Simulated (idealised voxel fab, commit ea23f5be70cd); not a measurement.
process module | voxel fin reveal
cross-section cut | 255 nm wide | cells 5 nm
A cross-section is a grid of square cells, given in bands from the top down. A band is one or more rows of cells.
Each band's line starts with the height of the band's top and of its bottom, in nm. Then come its materials from left to right, each with its width in nm. One material with "throughout" fills the band from edge to edge. "air" is empty space.
Height 0 is the level under which the wafer as received is all one material. The lowest band goes on downwards, as in "0 down".
A width such as "30 to 40" changes by the same amount from each row of cells to the next, from the band's top row to its bottom row.
"no change" after a step means that no cell of the cross-section changed.
closed voids: empty space of 8 cells or more with no open way to the top, each as width x height at its distance from the left edge, in nm
after a step's settings: what the simulator itself notes on the step
overlay nm, on a step with a mask: how far to the right of its planned place the mask lay; to the left if negative
plan
1 op RECEIVE | material Si
2 op CONFORMAL_DEP | material SiN | thk nm 5
3 op PATTERN | tone cover | mask id FINS | material resist | width nm 15 | pitch nm 45 | thk nm 15 | overlay nm 0
4 op DIRECTIONAL_ETCH | etch materials SiN | depth nm 5
5 op DIRECTIONAL_ETCH | etch materials Si | depth nm 30
6 op STRIP | etch materials resist
7 op FILL_DEP | material SiO2 | thk nm 5
8 op CMP | height nm 5
9 op SELECTIVE_ETCH | etch materials SiO2 | depth nm 15
10 op STRIP | etch materials SiN
as received, after step 1
  0 down: Si throughout
  closed voids: none
first wafer at the end, as planned
  0 to -10: air 50 | Si 15 | air 30 | Si 15 | air 30 | Si 15 | air 30 | Si 15 | air 55
  -10 to -30: SiO2 50 | Si 15 | SiO2 30 | Si 15 | SiO2 30 | Si 15 | SiO2 30 | Si 15 | SiO2 55
  -30 down: Si throughout
  closed voids: none
second wafer at the end: like start, like plan, one mistake
  0 to -10: Si 50 | air 15 | Si 30 | air 15 | Si 30 | air 15 | Si 30 | air 15 | Si 55
  -10 to -30: Si 50 | SiO2 15 | Si 30 | SiO2 15 | Si 30 | SiO2 15 | Si 30 | SiO2 15 | Si 55
  -30 down: Si throughout
  closed voids: none
what went wrong: step 3 ran as: op PATTERN | tone open | mask id FINS | material resist | width nm 15 | pitch nm 45 | thk nm 15 | overlay nm 0
at the end the second wafer has, in cells: 162 more of Si | 108 fewer of SiO2
